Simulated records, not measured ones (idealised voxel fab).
Proc. module: voxel capacitor over wiring
Pictured: cross-section cut, 290 nm wide, on a grid of 5 nm square cells.
Think of the cross-section as a grid of square cells. We describe it in bands, top to bottom, and each band covers one or more rows of those cells. In this notation a band is specified by the heights of its top and bottom, in that order and in nm, after which its materials appear from left to right, each paired with its width in nm. The word "everywhere" attached to a single material means that material fills the band from edge to edge; the word "empty" stands for empty space. Basically, 0 is our baseline, since under it the wafer straight out of the box is all one material. The bottom band has no lower end and keeps on going down, so it looks like "z 0 and below". Graded width ("30 to 40"): value in top row of band = first number; value in bottom row = second number; row-to-row change constant. The designation "nothing changed", where it is given for a processing step, indicates that no cell of the cross-section was altered in the course of that step. "Closed void inventory": empty spaces of 8 cells or more with no open way to the top, each given as width x height at distance, distance from the left edge, all in nm. On each step's line, the part that comes after the settings is the simulator's own comment on the step. When a step includes a mask, the "overlay nm" setting on its line states how far to the right of its planned place that mask lay, and negative values state how far to the left. Each pair below shows a cross-section before one step and the cross-section after it, down to the lowest band that changed. The line under each pair gives the step between them, with its settings. The pairs can come from different runs of this module on the same starting wafer, so a pair continues from the pair above only where its "Pre-step cross-section" says so.
-- Pre-step cross-section
	z 85 to 70  95 of empty, then 75 of aC, then 120 of empty
	z 70 to 60  95 of aC, then 75 of TiN, then 120 of aC
	z 60 to 55  95 of aC, then 75 of Al2O3, then 120 of aC
	z 55 to 50  TiN everywhere
	z 50 to 35  95 of lowk, then 15 of Ru, then 180 of lowk
	z 35 to 30  95 of SiCN, then 15 of Ru, then 180 of SiCN
	z 30 to 15  80 of lowk, then 5 of TiN, then 20 of Ru, then 5 of TiN, then 70 of lowk, then 5 of TiN, then 20 of Ru, then 5 of TiN, then 80 of lowk
	z 15 to 10  80 of SiCN, then 30 of TiN, then 70 of SiCN, then 30 of TiN, then 80 of SiCN
	z 10 to 0  SiO2 everywhere
	z 0 and below  Si everywhere
	Closed void inventory: none
-- Section, Post-Step
	z 120 to 85  95 of empty, then 85 of resist, then 110 of empty
	z 85 to 70  95 of empty, then 75 of aC, then 10 of resist, then 110 of empty
	Below 70, no change.
	Closed void inventory: none
Intermediate step for the cross-sections above: PATTERN with tone cover, mask id LOWER_PLATE, material resist, width nm 85, thk nm 35, overlay nm 5
Pre-step cross-section: For the state before this step, see the after cross-section of the pair located directly above.
-- Section, Post-Step
	z 105 to 85  95 of empty, then 85 of resist, then 110 of empty
	z 85 to 70  95 of empty, then 75 of aC, then 10 of resist, then 110 of empty
	z 70 to 60  95 of empty, then 75 of TiN, then 10 of aC, then 110 of empty
	z 60 to 55  95 of empty, then 75 of Al2O3, then 10 of aC, then 110 of empty
	Below 55, no change.
	Closed void inventory: none
Intermediate step for the cross-sections above: DIRECTIONAL_ETCH with etch materials aC, depth nm 15
Pre-step cross-section: For the state before this step, see the after cross-section of the pair located directly above.
-- Section, Post-Step
	z 85 to 70  95 of empty, then 75 of aC, then 120 of empty
	Below 70, no change.
	Closed void inventory: none
Intermediate step for the cross-sections above: STRIP with etch materials resist
Pre-step cross-section: For the state before this step, see the after cross-section of the pair located directly above.
-- Section, Post-Step
	z 85 to 70  95 of empty, then 75 of aC, then 120 of empty
	z 70 to 60  95 of empty, then 75 of TiN, then 10 of aC, then 110 of empty
	z 60 to 55  95 of empty, then 75 of Al2O3, then 10 of aC, then 110 of empty
	z 55 to 50  95 of empty, then 85 of TiN, then 110 of empty
	Below 50, no change.
	Closed void inventory: none
Intermediate step for the cross-sections above: DIRECTIONAL_ETCH with etch materials TiN, depth nm 5
Pre-step cross-section: For the state before this step, see the after cross-section of the pair located directly above.
-- Section, Post-Step
	z 70 to 60  95 of empty, then 75 of TiN, then 120 of empty
	z 60 to 55  95 of empty, then 75 of Al2O3, then 120 of empty
	Below 55, no change.
	Closed void inventory: none
Intermediate step for the cross-sections above: STRIP with etch materials aC
Pre-step cross-section: For the state before this step, see the after cross-section of the pair located directly above.
-- Section, Post-Step
	z 85 to 70  SiO2 everywhere
	z 70 to 60  95 of SiO2, then 75 of TiN, then 120 of SiO2
	z 60 to 55  95 of SiO2, then 75 of Al2O3, then 120 of SiO2
	z 55 to 50  95 of SiO2, then 85 of TiN, then 110 of SiO2
	Below 50, no change.
	Closed void inventory: none
Intermediate step for the cross-sections above: FILL_DEP with material SiO2, thk nm 15
Pre-step cross-section: For the state before this step, see the after cross-section of the pair located directly above.
-- Section, Post-Step
	z 80 to 70  SiO2 everywhere
	Below 70, no change.
	Closed void inventory: none
Intermediate step for the cross-sections above: CMP with height nm 80
Pre-step cross-section: For the state before this step, see the after cross-section of the pair located directly above.
-- Section, Post-Step
	z 95 to 80  105 of resist, then 15 of empty, then 170 of resist
	Below 80, no change.
	Closed void inventory: none
Intermediate step for the cross-sections above: PATTERN with tone open, mask id PLUG_2, material resist, width nm 15, thk nm 15, overlay nm 0
Pre-step cross-section: For the state before this step, see the after cross-section of the pair located directly above.
-- Section, Post-Step
	z 95 to 80  105 of resist, then 15 of empty, then 170 of resist
	z 80 to 70  105 of SiO2, then 15 of empty, then 170 of SiO2
	Below 70, no change.
	Closed void inventory: none
Intermediate step for the cross-sections above: DIRECTIONAL_ETCH with etch materials SiO2, depth nm 10
Pre-step cross-section: For the state before this step, see the after cross-section of the pair located directly above.
-- Section, Post-Step
	z 80 to 70  105 of SiO2, then 15 of empty, then 170 of SiO2
	Below 70, no change.
	Closed void inventory: none
Intermediate step for the cross-sections above: STRIP with etch materials resist
Pre-step cross-section: For the state before this step, see the after cross-section of the pair located directly above.
-- Section, Post-Step
	z 85 to 80  110 of TiN, then 5 of empty, then 175 of TiN
	z 80 to 75  105 of SiO2, then 5 of TiN, then 5 of empty, then 5 of TiN, then 170 of SiO2
	z 75 to 70  105 of SiO2, then 15 of TiN, then 170 of SiO2
	Below 70, no change.
	Closed void inventory: none
Intermediate step for the cross-sections above: CONFORMAL_DEP with material TiN, thk nm 5
Pre-step cross-section: For the state before this step, see the after cross-section of the pair located directly above.
-- Section, Post-Step
	z 95 to 85  Cu everywhere
	z 85 to 80  110 of TiN, then 5 of Cu, then 175 of TiN
	z 80 to 75  105 of SiO2, then 5 of TiN, then 5 of Cu, then 5 of TiN, then 170 of SiO2
	Below 75, no change.
	Closed void inventory: none
Intermediate step for the cross-sections above: FILL_DEP with material Cu, thk nm 10
Pre-step cross-section: For the state before this step, see the after cross-section of the pair located directly above.
-- Section, Post-Step
	z 80 to 75  105 of SiO2, then 5 of TiN, then 5 of Cu, then 5 of TiN, then 170 of SiO2
	Below 75, no change.
	Closed void inventory: none
Intermediate step for the cross-sections above: CMP with height nm 80
Pre-step cross-section: For the state before this step, see the after cross-section of the pair located directly above.
-- Section, Post-Step
	z 85 to 80  SiN everywhere
	Below 80, no change.
	Closed void inventory: none
Intermediate step for the cross-sections above: CONFORMAL_DEP with material SiN, thk nm 5
-- Pre-step cross-section
	z 30 to 15  80 of lowk, then 30 of empty, then 70 of lowk, then 30 of empty, then 80 of lowk
	z 15 to 10  80 of SiCN, then 30 of empty, then 70 of SiCN, then 30 of empty, then 80 of SiCN
	z 10 to 0  SiO2 everywhere
	z 0 and below  Si everywhere
	Closed void inventory: none
-- Section, Post-Step
	z 35 to 30  85 of Cu, then 20 of empty, then 80 of Cu, then 20 of empty, then 85 of Cu
	z 30 to 15  80 of lowk, then 5 of Cu, then 20 of empty, then 5 of Cu, then 70 of lowk, then 5 of Cu, then 20 of empty, then 5 of Cu, then 80 of lowk
	z 15 to 10  80 of SiCN, then 30 of Cu, then 70 of SiCN, then 30 of Cu, then 80 of SiCN
	Below 10, no change.
	Closed void inventory: none
Intermediate step for the cross-sections above: CONFORMAL_DEP with material Cu, thk nm 5
Pre-step cross-section: For the state before this step, see the after cross-section of the pair located directly above.
-- Section, Post-Step
	z 45 to 35  Ru everywhere
	z 35 to 30  85 of Cu, then 20 of Ru, then 80 of Cu, then 20 of Ru, then 85 of Cu
	z 30 to 15  80 of lowk, then 5 of Cu, then 20 of Ru, then 5 of Cu, then 70 of lowk, then 5 of Cu, then 20 of Ru, then 5 of Cu, then 80 of lowk
	Below 15, no change.
	Closed void inventory: none
Intermediate step for the cross-sections above: FILL_DEP with material Ru, thk nm 10
Pre-step cross-section: For the state before this step, see the after cross-section of the pair located directly above.
-- Section, Post-Step
	z 30 to 15  80 of lowk, then 5 of Cu, then 20 of Ru, then 5 of Cu, then 70 of lowk, then 5 of Cu, then 20 of Ru, then 5 of Cu, then 80 of lowk
	Below 15, no change.
	Closed void inventory: none
Intermediate step for the cross-sections above: CMP with height nm 30
Pre-step cross-section: For the state before this step, see the after cross-section of the pair located directly above.
-- Section, Post-Step
	z 35 to 30  SiCN everywhere
	Below 30, no change.
	Closed void inventory: none
Intermediate step for the cross-sections above: CONFORMAL_DEP with material SiCN, thk nm 5
Pre-step cross-section: For the state before this step, see the after cross-section of the pair located directly above.
-- Section, Post-Step
	z 50 to 35  lowk everywhere
	Below 35, no change.
	Closed void inventory: none
Intermediate step for the cross-sections above: DIRECTIONAL_DEP with material lowk, thk nm 15
Pre-step cross-section: For the state before this step, see the after cross-section of the pair located directly above.
-- Section, Post-Step
	z 65 to 50  aC everywhere
	Below 50, no change.
	Closed void inventory: none
Intermediate step for the cross-sections above: DIRECTIONAL_DEP with material aC, thk nm 15
Pre-step cross-section: For the state before this step, see the after cross-section of the pair located directly above.
-- Section, Post-Step
	z 95 to 65  95 of resist, then 15 of empty, then 180 of resist
	Below 65, no change.
	Closed void inventory: none
Intermediate step for the cross-sections above: PATTERN with tone open, mask id PLUG_1, material resist, width nm 15, thk nm 30, overlay nm 0
Pre-step cross-section: For the state before this step, see the after cross-section of the pair located directly above.
-- Section, Post-Step
	z 80 to 65  95 of resist, then 15 of empty, then 180 of resist
	z 65 to 50  95 of aC, then 15 of empty, then 180 of aC
	Below 50, no change.
	Closed void inventory: none
Intermediate step for the cross-sections above: DIRECTIONAL_ETCH with etch materials aC, depth nm 15
Pre-step cross-section: For the state before this step, see the after cross-section of the pair located directly above.
-- Section, Post-Step
	z 65 to 50  95 of aC, then 15 of empty, then 180 of aC
	Below 50, no change.
	Closed void inventory: none
Intermediate step for the cross-sections above: STRIP with etch materials resist
Pre-step cross-section: For the state before this step, see the after cross-section of the pair located directly above.
-- Section, Post-Step
	z 65 to 50  95 of aC, then 15 of empty, then 180 of aC
	z 50 to 35  95 of lowk, then 15 of empty, then 180 of lowk
	Below 35, no change.
	Closed void inventory: none
Intermediate step for the cross-sections above: DIRECTIONAL_ETCH with etch materials lowk, depth nm 15
Pre-step cross-section: For the state before this step, see the after cross-section of the pair located directly above.
-- Section, Post-Step
	z 65 to 50  95 of aC, then 15 of empty, then 180 of aC
	z 50 to 35  95 of lowk, then 15 of empty, then 180 of lowk
	z 35 to 30  95 of SiCN, then 15 of empty, then 180 of SiCN
	Below 30, no change.
	Closed void inventory: none
Intermediate step for the cross-sections above: DIRECTIONAL_ETCH with etch materials SiCN, depth nm 5
Pre-step cross-section: For the state before this step, see the after cross-section of the pair located directly above.
-- Section, Post-Step
	z 50 to 35  95 of lowk, then 15 of empty, then 180 of lowk
	Below 35, no change.
	Closed void inventory: none
Intermediate step for the cross-sections above: STRIP with etch materials aC
Pre-step cross-section: For the state before this step, see the after cross-section of the pair located directly above.
-- Section, Post-Step
	z 50 to 40  95 of lowk, then 15 of empty, then 180 of lowk
	z 40 to 35  95 of lowk, then 15 of Ru, then 180 of lowk
	z 35 to 30  95 of SiCN, then 15 of Ru, then 180 of SiCN
	Below 30, no change.
	Closed void inventory: none
Intermediate step for the cross-sections above: EPI with material Ru, thk nm 10
Pre-step cross-section: For the state before this step, see the after cross-section of the pair located directly above.
-- Section, Post-Step
	z 50 to 35  95 of lowk, then 15 of Ru, then 180 of lowk
	Below 35, no change.
	Closed void inventory: none
Intermediate step for the cross-sections above: EPI with material Ru, thk nm 10
Pre-step cross-section: For the state before this step, see the after cross-section of the pair located directly above.
-- Section, Post-Step
	z 55 to 50  TiN everywhere
	Below 50, no change.
	Closed void inventory: none
Intermediate step for the cross-sections above: DIRECTIONAL_DEP with material TiN, thk nm 5
Pre-step cross-section: For the state before this step, see the after cross-section of the pair located directly above.
-- Section, Post-Step
	z 60 to 55  Al2O3 everywhere
	Below 55, no change.
	Closed void inventory: none
Intermediate step for the cross-sections above: DIRECTIONAL_DEP with material Al2O3, thk nm 5
Pre-step cross-section: For the state before this step, see the after cross-section of the pair located directly above.
-- Section, Post-Step
	z 70 to 60  TiN everywhere
	Below 60, no change.
	Closed void inventory: none
Intermediate step for the cross-sections above: DIRECTIONAL_DEP with material TiN, thk nm 10
Pre-step cross-section: For the state before this step, see the after cross-section of the pair located directly above.
-- Section, Post-Step
	z 70 to 60  95 of empty, then 75 of TiN, then 120 of empty
	Below 60, no change.
	Closed void inventory: none
Intermediate step for the cross-sections above: MASKED_ETCH with tone cover, mask id UPPER_PLATE, width nm 75, etch materials TiN, depth nm 10, overlay nm 0
Pre-step cross-section: For the state before this step, see the after cross-section of the pair located directly above.
-- Section, Post-Step
	z 70 to 60  95 of empty, then 75 of TiN, then 120 of empty
	z 60 to 55  95 of empty, then 75 of Al2O3, then 120 of empty
	Below 55, no change.
	Closed void inventory: none
Intermediate step for the cross-sections above: MASKED_ETCH with tone cover, mask id UPPER_PLATE, width nm 75, etch materials Al2O3, depth nm 5, overlay nm 0
Pre-step cross-section: For the state before this step, see the after cross-section of the pair located directly above.
-- Section, Post-Step
	z 85 to 70  95 of empty, then 75 of aC, then 120 of empty
	z 70 to 60  95 of aC, then 75 of TiN, then 120 of aC
	z 60 to 55  95 of aC, then 75 of Al2O3, then 120 of aC
	Below 55, no change.
	Closed void inventory: none
Intermediate step for the cross-sections above: DIRECTIONAL_DEP with material aC, thk nm 15
Pre-step cross-section: For the state before this step, see the after cross-section of the pair located directly above.
-- Section, Post-Step
	z 120 to 85  90 of empty, then 85 of resist, then 115 of empty
	z 85 to 70  90 of empty, then 5 of resist, then 75 of aC, then 5 of resist, then 115 of empty
	Below 70, no change.
	Closed void inventory: none
Intermediate step for the cross-sections above: PATTERN with tone cover, mask id LOWER_PLATE, material resist, width nm 85, thk nm 35, overlay nm 0
Pre-step cross-section: For the state before this step, see the after cross-section of the pair located directly above.
-- Section, Post-Step
	z 105 to 85  90 of empty, then 85 of resist, then 115 of empty
	z 85 to 70  90 of empty, then 5 of resist, then 75 of aC, then 5 of resist, then 115 of empty
	z 70 to 60  90 of empty, then 5 of aC, then 75 of TiN, then 5 of aC, then 115 of empty
	z 60 to 55  90 of empty, then 5 of aC, then 75 of Al2O3, then 5 of aC, then 115 of empty
	Below 55, no change.
	Closed void inventory: none
Intermediate step for the cross-sections above: DIRECTIONAL_ETCH with etch materials aC, depth nm 15
Pre-step cross-section: For the state before this step, see the after cross-section of the pair located directly above.
-- Section, Post-Step
	z 85 to 70  95 of empty, then 75 of aC, then 120 of empty
	Below 70, no change.
	Closed void inventory: none
Intermediate step for the cross-sections above: STRIP with etch materials resist
Pre-step cross-section: For the state before this step, see the after cross-section of the pair located directly above.
-- Section, Post-Step
	z 85 to 70  95 of empty, then 75 of aC, then 120 of empty
	z 70 to 60  90 of empty, then 5 of aC, then 75 of TiN, then 5 of aC, then 115 of empty
	z 60 to 55  90 of empty, then 5 of aC, then 75 of Al2O3, then 5 of aC, then 115 of empty
	z 55 to 50  90 of empty, then 85 of TiN, then 115 of empty
	Below 50, no change.
	Closed void inventory: none
Intermediate step for the cross-sections above: DIRECTIONAL_ETCH with etch materials TiN, depth nm 5
Pre-step cross-section: For the state before this step, see the after cross-section of the pair located directly above.
-- Section, Post-Step
	z 70 to 60  95 of empty, then 75 of TiN, then 120 of empty
	z 60 to 55  95 of empty, then 75 of Al2O3, then 120 of empty
	Below 55, no change.
	Closed void inventory: none
Intermediate step for the cross-sections above: STRIP with etch materials aC
Pre-step cross-section: For the state before this step, see the after cross-section of the pair located directly above.
-- Section, Post-Step
	z 85 to 70  SiO2 everywhere
	z 70 to 60  95 of SiO2, then 75 of TiN, then 120 of SiO2
	z 60 to 55  95 of SiO2, then 75 of Al2O3, then 120 of SiO2
	z 55 to 50  90 of SiO2, then 85 of TiN, then 115 of SiO2
	Below 50, no change.
	Closed void inventory: none
Intermediate step for the cross-sections above: FILL_DEP with material SiO2, thk nm 15
Pre-step cross-section: For the state before this step, see the after cross-section of the pair located directly above.
-- Section, Post-Step
	z 80 to 70  SiO2 everywhere
	Below 70, no change.
	Closed void inventory: none
Intermediate step for the cross-sections above: CMP with height nm 80
Pre-step cross-section: For the state before this step, see the after cross-section of the pair located directly above.
-- Section, Post-Step
	z 95 to 80  105 of resist, then 15 of empty, then 170 of resist
	Below 80, no change.
	Closed void inventory: none
Intermediate step for the cross-sections above: PATTERN with tone open, mask id PLUG_2, material resist, width nm 15, thk nm 15, overlay nm 0
Pre-step cross-section: For the state before this step, see the after cross-section of the pair located directly above.
-- Section, Post-Step
	z 95 to 80  105 of resist, then 15 of empty, then 170 of resist
	z 80 to 70  105 of SiO2, then 15 of empty, then 170 of SiO2
	Below 70, no change.
	Closed void inventory: none
Intermediate step for the cross-sections above: DIRECTIONAL_ETCH with etch materials SiO2, depth nm 10
Pre-step cross-section: For the state before this step, see the after cross-section of the pair located directly above.
-- Section, Post-Step
	z 80 to 70  105 of SiO2, then 15 of empty, then 170 of SiO2
	Below 70, no change.
	Closed void inventory: none
Intermediate step for the cross-sections above: STRIP with etch materials resist
Pre-step cross-section: For the state before this step, see the after cross-section of the pair located directly above.
-- Section, Post-Step
	z 85 to 80  110 of TiN, then 5 of empty, then 175 of TiN
	z 80 to 75  105 of SiO2, then 5 of TiN, then 5 of empty, then 5 of TiN, then 170 of SiO2
	z 75 to 70  105 of SiO2, then 15 of TiN, then 170 of SiO2
	Below 70, no change.
	Closed void inventory: none
Intermediate step for the cross-sections above: CONFORMAL_DEP with material TiN, thk nm 5
Pre-step cross-section: For the state before this step, see the after cross-section of the pair located directly above.
-- Section, Post-Step
	z 95 to 85  Cu everywhere
	z 85 to 80  110 of TiN, then 5 of Cu, then 175 of TiN
	z 80 to 75  105 of SiO2, then 5 of TiN, then 5 of Cu, then 5 of TiN, then 170 of SiO2
	Below 75, no change.
	Closed void inventory: none
Intermediate step for the cross-sections above: FILL_DEP with material Cu, thk nm 10
Pre-step cross-section: For the state before this step, see the after cross-section of the pair located directly above.
-- Section, Post-Step
	z 80 to 75  105 of SiO2, then 5 of TiN, then 5 of Cu, then 5 of TiN, then 170 of SiO2
	Below 75, no change.
	Closed void inventory: none
Intermediate step for the cross-sections above: CMP with height nm 80
Pre-step cross-section: For the state before this step, see the after cross-section of the pair located directly above.
-- Section, Post-Step
	z 85 to 80  SiN everywhere
	Below 80, no change.
	Closed void inventory: none
Intermediate step for the cross-sections above: CONFORMAL_DEP with material SiN, thk nm 5
-- Pre-step cross-section
	z 70 to 60  TiN everywhere
	z 60 to 55  Al2O3 everywhere
	z 55 to 50  TiN everywhere
	z 50 to 35  95 of lowk, then 15 of Ru, then 180 of lowk
	z 35 to 30  95 of SiCN, then 15 of Ru, then 180 of SiCN
	z 30 to 15  80 of lowk, then 5 of TiN, then 20 of Ru, then 5 of TiN, then 70 of lowk, then 5 of TiN, then 20 of Ru, then 5 of TiN, then 80 of lowk
	z 15 to 10  80 of SiCN, then 30 of TiN, then 70 of SiCN, then 30 of TiN, then 80 of SiCN
	z 10 to 0  SiO2 everywhere
	z 0 and below  Si everywhere
	Closed void inventory: none
-- Section, Post-Step
	z 70 to 60  95 of TiN, then 75 of empty, then 120 of TiN
	Below 60, no change.
	Closed void inventory: none
Intermediate step for the cross-sections above: MASKED_ETCH with tone open, mask id UPPER_PLATE, width nm 75, etch materials TiN, depth nm 10, overlay nm 0
Pre-step cross-section: For the state before this step, see the after cross-section of the pair located directly above.
-- Section, Post-Step
	z 85 to 75  95 of aC, then 75 of empty, then 120 of aC
	z 75 to 70  aC everywhere
	z 70 to 60  95 of TiN, then 75 of aC, then 120 of TiN
	Below 60, no change.
	Closed void inventory: none
Intermediate step for the cross-sections above: DIRECTIONAL_DEP with material aC, thk nm 15
Pre-step cross-section: For the state before this step, see the after cross-section of the pair located directly above.
-- Section, Post-Step
	z 120 to 85  90 of empty, then 85 of resist, then 115 of empty
	z 85 to 75  95 of aC, then 75 of resist, then 120 of aC
	Below 75, no change.
	Closed void inventory: none
Intermediate step for the cross-sections above: PATTERN with tone cover, mask id LOWER_PLATE, material resist, width nm 85, thk nm 35, overlay nm 0
Pre-step cross-section: For the state before this step, see the after cross-section of the pair located directly above.
-- Section, Post-Step
	z 105 to 85  90 of empty, then 85 of resist, then 115 of empty
	z 85 to 75  90 of empty, then 5 of aC, then 75 of resist, then 5 of aC, then 115 of empty
	z 75 to 70  90 of empty, then 85 of aC, then 115 of empty
	Below 70, no change.
	Closed void inventory: none
Intermediate step for the cross-sections above: DIRECTIONAL_ETCH with etch materials aC, depth nm 15
Pre-step cross-section: For the state before this step, see the after cross-section of the pair located directly above.
-- Section, Post-Step
	z 85 to 75  90 of empty, then 5 of aC, then 75 of empty, then 5 of aC, then 115 of empty
	Below 75, no change.
	Closed void inventory: none
Intermediate step for the cross-sections above: STRIP with etch materials resist
Pre-step cross-section: For the state before this step, see the after cross-section of the pair located directly above.
-- Section, Post-Step
	z 85 to 75  90 of empty, then 5 of aC, then 75 of empty, then 5 of aC, then 115 of empty
	z 75 to 70  90 of empty, then 85 of aC, then 115 of empty
	z 70 to 65  90 of empty, then 5 of TiN, then 75 of aC, then 5 of TiN, then 115 of empty
	Below 65, no change.
	Closed void inventory: none
Intermediate step for the cross-sections above: DIRECTIONAL_ETCH with etch materials TiN, depth nm 5
Pre-step cross-section: For the state before this step, see the after cross-section of the pair located directly above.
-- Section, Post-Step
	z 70 to 65  90 of empty, then 5 of TiN, then 75 of empty, then 5 of TiN, then 115 of empty
	z 65 to 60  95 of TiN, then 75 of empty, then 120 of TiN
	Below 60, no change.
	Closed void inventory: none
Intermediate step for the cross-sections above: STRIP with etch materials aC
Pre-step cross-section: For the state before this step, see the after cross-section of the pair located directly above.
-- Section, Post-Step
	z 85 to 70  SiO2 everywhere
	z 70 to 65  90 of SiO2, then 5 of TiN, then 75 of SiO2, then 5 of TiN, then 115 of SiO2
	z 65 to 60  95 of TiN, then 75 of SiO2, then 120 of TiN
	Below 60, no change.
	Closed void inventory: none
Intermediate step for the cross-sections above: FILL_DEP with material SiO2, thk nm 15
Pre-step cross-section: For the state before this step, see the after cross-section of the pair located directly above.
-- Section, Post-Step
	z 80 to 70  SiO2 everywhere
	Below 70, no change.
	Closed void inventory: none
Intermediate step for the cross-sections above: CMP with height nm 80
Pre-step cross-section: For the state before this step, see the after cross-section of the pair located directly above.
-- Section, Post-Step
	z 95 to 80  105 of resist, then 15 of empty, then 170 of resist
	Below 80, no change.
	Closed void inventory: none
Intermediate step for the cross-sections above: PATTERN with tone open, mask id PLUG_2, material resist, width nm 15, thk nm 15, overlay nm 0
Pre-step cross-section: For the state before this step, see the after cross-section of the pair located directly above.
-- Section, Post-Step
	z 95 to 80  105 of resist, then 15 of empty, then 170 of resist
	z 80 to 70  105 of SiO2, then 15 of empty, then 170 of SiO2
	Below 70, no change.
	Closed void inventory: none
Intermediate step for the cross-sections above: DIRECTIONAL_ETCH with etch materials SiO2, depth nm 10
Pre-step cross-section: For the state before this step, see the after cross-section of the pair located directly above.
-- Section, Post-Step
	z 80 to 70  105 of SiO2, then 15 of empty, then 170 of SiO2
	Below 70, no change.
	Closed void inventory: none
Intermediate step for the cross-sections above: STRIP with etch materials resist
Pre-step cross-section: For the state before this step, see the after cross-section of the pair located directly above.
-- Section, Post-Step
	z 85 to 80  110 of TiN, then 5 of empty, then 175 of TiN
	z 80 to 75  105 of SiO2, then 5 of TiN, then 5 of empty, then 5 of TiN, then 170 of SiO2
	z 75 to 70  105 of SiO2, then 15 of TiN, then 170 of SiO2
	Below 70, no change.
	Closed void inventory: none
Intermediate step for the cross-sections above: CONFORMAL_DEP with material TiN, thk nm 5
Pre-step cross-section: For the state before this step, see the after cross-section of the pair located directly above.
-- Section, Post-Step
	z 95 to 85  Cu everywhere
	z 85 to 80  110 of TiN, then 5 of Cu, then 175 of TiN
	z 80 to 75  105 of SiO2, then 5 of TiN, then 5 of Cu, then 5 of TiN, then 170 of SiO2
	Below 75, no change.
	Closed void inventory: none
Intermediate step for the cross-sections above: FILL_DEP with material Cu, thk nm 10
Pre-step cross-section: For the state before this step, see the after cross-section of the pair located directly above.
-- Section, Post-Step
	z 80 to 75  105 of SiO2, then 5 of TiN, then 5 of Cu, then 5 of TiN, then 170 of SiO2
	Below 75, no change.
	Closed void inventory: none
Intermediate step for the cross-sections above: CMP with height nm 80
Pre-step cross-section: For the state before this step, see the after cross-section of the pair located directly above.
-- Section, Post-Step
	z 85 to 80  SiN everywhere
	Below 80, no change.
	Closed void inventory: none
Intermediate step for the cross-sections above: CONFORMAL_DEP with material SiN, thk nm 5
